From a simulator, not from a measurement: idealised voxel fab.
Presented below is a process module, voxel wiring stack.
Cross-section cut: width 240 nm, square cells of 5 nm.
If you're reading a cross-section in this doc, picture square cells in a grid; it comes to you as bands, top ones listed first down to the bottom, and a band can be one or more rows of cells.
The entry gives the band's vertical extent as a top height and a bottom height in nm, then its horizontal make-up as materials from left to right, each with a width in nm. "blank" stands for empty space; a single material marked "full width" fills the band edge to edge.
Zero point of the height axis is 0; under it, received wafer = one material. Lowest band: continues down indefinitely, "z 0 and below".
Quick explanation for "30 to 40": the width changes in equal steps down the rows of cells, from the first number in the band's top row to the second number in its bottom row.
Basically "nothing was modified" means that step didn't change any cell in the cross-section.
So "Unvented internal voids" is basically the list of trapped voids: any empty space of 8 cells or more that can't reach the top through an opening. They're written width x height at distance, the distance being from the left edge, and it's all nm.
Heads up: the bit after the settings on a step's line is the simulator's remark on that step.
If you see "overlay nm" on a step's line and that step has a mask, it's telling you how far right of where it was planned the mask ended up; a negative number means it went left instead.
-- This section lists the process steps that were planned
step 1: RECEIVE with material Si
step 2: CONFORMAL_DEP with material SiO2, thk nm 10
step 3: CONFORMAL_DEP with material SiN, thk nm 5
step 4: DIRECTIONAL_DEP with material lowk, thk nm 15
step 5: MASKED_ETCH with tone open, mask id METAL_1, width nm 30, pitch nm 45, etch materials lowk, depth nm 15, overlay nm 0
step 6: MASKED_ETCH with tone open, mask id METAL_1, width nm 30, pitch nm 45, etch materials SiN, depth nm 5, overlay nm 0
step 7: CONFORMAL_DEP with material TiN, thk nm 5
step 8: FILL_DEP with material Cu, thk nm 5
step 9: CMP with height nm 30
step 10: CONFORMAL_DEP with material SiCN, thk nm 5
step 11: DIRECTIONAL_DEP with material SiO2, thk nm 10
step 12: PATTERN with tone open, mask id PLUG_1, material resist, width nm 15, pitch nm 45, thk nm 20, overlay nm 0
step 13: DIRECTIONAL_ETCH with etch materials SiO2, depth nm 10
step 14: DIRECTIONAL_ETCH with etch materials SiCN, depth nm 5
step 15: STRIP with etch materials resist
step 16: CONFORMAL_DEP with material TiN, thk nm 5
step 17: FILL_DEP with material W, thk nm 5
step 18: CMP with height nm 45
step 19: DIRECTIONAL_DEP with material TiN, thk nm 5
step 20: DIRECTIONAL_DEP with material W, thk nm 15
step 21: PATTERN with tone cover, mask id METAL_2, material resist, width nm 20, pitch nm 45, thk nm 20, overlay nm 0
step 22: DIRECTIONAL_ETCH with etch materials W, depth nm 15
step 23: DIRECTIONAL_ETCH with etch materials TiN, depth nm 5
step 24: STRIP with etch materials resist
step 25: FILL_DEP with material lowk, thk nm 10
step 26: CMP with height nm 65
step 27: CONFORMAL_DEP with material SiCN, thk nm 5
step 28: DIRECTIONAL_DEP with material lowk, thk nm 10
step 29: PATTERN with tone open, mask id PLUG_2, material resist, width nm 15, pitch nm 90, thk nm 15, overlay nm 0
step 30: DIRECTIONAL_ETCH with etch materials lowk, depth nm 10
step 31: DIRECTIONAL_ETCH with etch materials SiCN, depth nm 5
step 32: STRIP with etch materials resist
step 33: EPI with material Ru, thk nm 10
step 34: EPI with material Ru, thk nm 5
step 35: CONFORMAL_DEP with material SiCN, thk nm 5
step 36: DIRECTIONAL_DEP with material SiO2, thk nm 20
step 37: MASKED_ETCH with tone open, mask id METAL_3, width nm 30, pitch nm 45, etch materials SiO2, depth nm 20, overlay nm 0
step 38: MASKED_ETCH with tone open, mask id METAL_3, width nm 30, pitch nm 45, etch materials SiCN, depth nm 5, overlay nm 0
step 39: CONFORMAL_DEP with material TiN, thk nm 5
step 40: FILL_DEP with material Cu, thk nm 10
step 41: CMP with height nm 105
step 42: CONFORMAL_DEP with material SiCN, thk nm 5
step 43: DIRECTIONAL_DEP with material lowk, thk nm 35
step 44: MASKED_ETCH with tone open, mask id METAL_4, width nm 30, pitch nm 45, etch materials lowk, depth nm 20, overlay nm 0
step 45: MASKED_ETCH with tone open, mask id METAL_4_HOLES, width nm 15, pitch nm 45, etch materials lowk, depth nm 15, overlay nm 0
step 46: MASKED_ETCH with tone open, mask id METAL_4_HOLES, width nm 15, pitch nm 45, etch materials SiCN, depth nm 5, overlay nm 0
step 47: CONFORMAL_DEP with material TiN, thk nm 5
step 48: FILL_DEP with material Cu, thk nm 5
step 49: CMP with height nm 145
step 50: CONFORMAL_DEP with material SiN, thk nm 5
Wafer-to-wafer difference: width nm, step 21. Common start. Plan = first wafer's value.
-- Cross-section of the first of several received wafers, showing its state after step 1
    z 0 and below: Si full width
    Unvented internal voids: none
-- Last step of the module is step 50; after it, the first of several wafers in cross-section
    z 150 to 145: SiN full width
    z 145 to 130: 60 of lowk; 5 of TiN; 20 of Cu; 5 of TiN; 15 of lowk; 5 of TiN; 20 of Cu; 5 of TiN; 15 of lowk; 5 of TiN; 20 of Cu; 5 of TiN; 60 of lowk
    z 130 to 125: 60 of lowk; 5 of TiN; 5 of Cu; 20 of TiN; 15 of lowk; 5 of TiN; 5 of Cu; 20 of TiN; 15 of lowk; 5 of TiN; 5 of Cu; 20 of TiN; 60 of lowk
    z 125 to 110: 60 of lowk; 5 of TiN; 5 of Cu; 5 of TiN; 30 of lowk; 5 of TiN; 5 of Cu; 5 of TiN; 30 of lowk; 5 of TiN; 5 of Cu; 5 of TiN; 75 of lowk
    z 110 to 105: 60 of SiCN; 15 of TiN; 30 of SiCN; 15 of TiN; 30 of SiCN; 15 of TiN; 75 of SiCN
    z 105 to 85: 60 of SiO2; 5 of TiN; 20 of Cu; 5 of TiN; 15 of SiO2; 5 of TiN; 20 of Cu; 5 of TiN; 15 of SiO2; 5 of TiN; 20 of Cu; 5 of TiN; 60 of SiO2
    z 85 to 80: 60 of SiCN; 30 of TiN; 15 of SiCN; 30 of TiN; 15 of SiCN; 30 of TiN; 60 of SiCN
    z 80 to 70: 60 of lowk; 15 of Ru; 75 of lowk; 15 of Ru; 75 of lowk
    z 70 to 65: 60 of SiCN; 15 of Ru; 75 of SiCN; 15 of Ru; 75 of SiCN
    z 65 to 50: 65 of lowk; 20 of W; 25 of lowk; 20 of W; 25 of lowk; 20 of W; 65 of lowk
    z 50 to 45: 65 of lowk; 20 of TiN; 25 of lowk; 20 of TiN; 25 of lowk; 20 of TiN; 65 of lowk
    z 45 to 35: 60 of SiO2; 5 of TiN; 5 of W; 5 of TiN; 30 of SiO2; 5 of TiN; 5 of W; 5 of TiN; 30 of SiO2; 5 of TiN; 5 of W; 5 of TiN; 75 of SiO2
    z 35 to 30: 60 of SiCN; 15 of TiN; 30 of SiCN; 15 of TiN; 30 of SiCN; 15 of TiN; 75 of SiCN
    z 30 to 15: 60 of lowk; 5 of TiN; 20 of Cu; 5 of TiN; 15 of lowk; 5 of TiN; 20 of Cu; 5 of TiN; 15 of lowk; 5 of TiN; 20 of Cu; 5 of TiN; 60 of lowk
    z 15 to 10: 60 of SiN; 30 of TiN; 15 of SiN; 30 of TiN; 15 of SiN; 30 of TiN; 60 of SiN
    z 10 to 0: SiO2 full width
    z 0 and below: Si full width
    Unvented internal voids: none
-- Cross-section of the last wafer at end of module
    z 150 to 145: SiN full width
    z 145 to 130: 60 of lowk; 5 of TiN; 20 of Cu; 5 of TiN; 15 of lowk; 5 of TiN; 20 of Cu; 5 of TiN; 15 of lowk; 5 of TiN; 20 of Cu; 5 of TiN; 60 of lowk
    z 130 to 125: 60 of lowk; 5 of TiN; 5 of Cu; 20 of TiN; 15 of lowk; 5 of TiN; 5 of Cu; 20 of TiN; 15 of lowk; 5 of TiN; 5 of Cu; 20 of TiN; 60 of lowk
    z 125 to 110: 60 of lowk; 5 of TiN; 5 of Cu; 5 of TiN; 30 of lowk; 5 of TiN; 5 of Cu; 5 of TiN; 30 of lowk; 5 of TiN; 5 of Cu; 5 of TiN; 75 of lowk
    z 110 to 105: 60 of SiCN; 15 of TiN; 30 of SiCN; 15 of TiN; 30 of SiCN; 15 of TiN; 75 of SiCN
    z 105 to 85: 60 of SiO2; 5 of TiN; 20 of Cu; 5 of TiN; 15 of SiO2; 5 of TiN; 20 of Cu; 5 of TiN; 15 of SiO2; 5 of TiN; 20 of Cu; 5 of TiN; 60 of SiO2
    z 85 to 80: 60 of SiCN; 30 of TiN; 15 of SiCN; 30 of TiN; 15 of SiCN; 30 of TiN; 60 of SiCN
    z 80 to 70: 60 of lowk; 15 of Ru; 75 of lowk; 15 of Ru; 75 of lowk
    z 70 to 65: 60 of SiCN; 15 of Ru; 75 of SiCN; 15 of Ru; 75 of SiCN
    z 65 to 50: 60 of lowk; 30 of W; 15 of lowk; 30 of W; 15 of lowk; 30 of W; 60 of lowk
    z 50 to 45: 60 of lowk; 30 of TiN; 15 of lowk; 30 of TiN; 15 of lowk; 30 of TiN; 60 of lowk
    z 45 to 35: 60 of SiO2; 5 of TiN; 5 of W; 5 of TiN; 30 of SiO2; 5 of TiN; 5 of W; 5 of TiN; 30 of SiO2; 5 of TiN; 5 of W; 5 of TiN; 75 of SiO2
    z 35 to 30: 60 of SiCN; 15 of TiN; 30 of SiCN; 15 of TiN; 30 of SiCN; 15 of TiN; 75 of SiCN
    z 30 to 15: 60 of lowk; 5 of TiN; 20 of Cu; 5 of TiN; 15 of lowk; 5 of TiN; 20 of Cu; 5 of TiN; 15 of lowk; 5 of TiN; 20 of Cu; 5 of TiN; 60 of lowk
    z 15 to 10: 60 of SiN; 30 of TiN; 15 of SiN; 30 of TiN; 15 of SiN; 30 of TiN; 60 of SiN
    z 10 to 0: SiO2 full width
    z 0 and below: Si full width
    Unvented internal voids: none
-- Take any row and you have a wafer at the end of the module: how many cells of each material it has gained (+) or lost (-) since it was received, and then its closed voids
width nm 20 | +132 Cu | +18 Ru | +150 SiCN | +78 SiN | +294 SiO2 | +171 TiN | +42 W | +555 lowk | Unvented internal voids: none
width nm 25 | +132 Cu | +18 Ru | +150 SiCN | +78 SiN | +294 SiO2 | +174 TiN | +51 W | +543 lowk | Unvented internal voids: none
width nm 30 | +132 Cu | +18 Ru | +150 SiCN | +78 SiN | +294 SiO2 | +177 TiN | +60 W | +531 lowk | Unvented internal voids: none
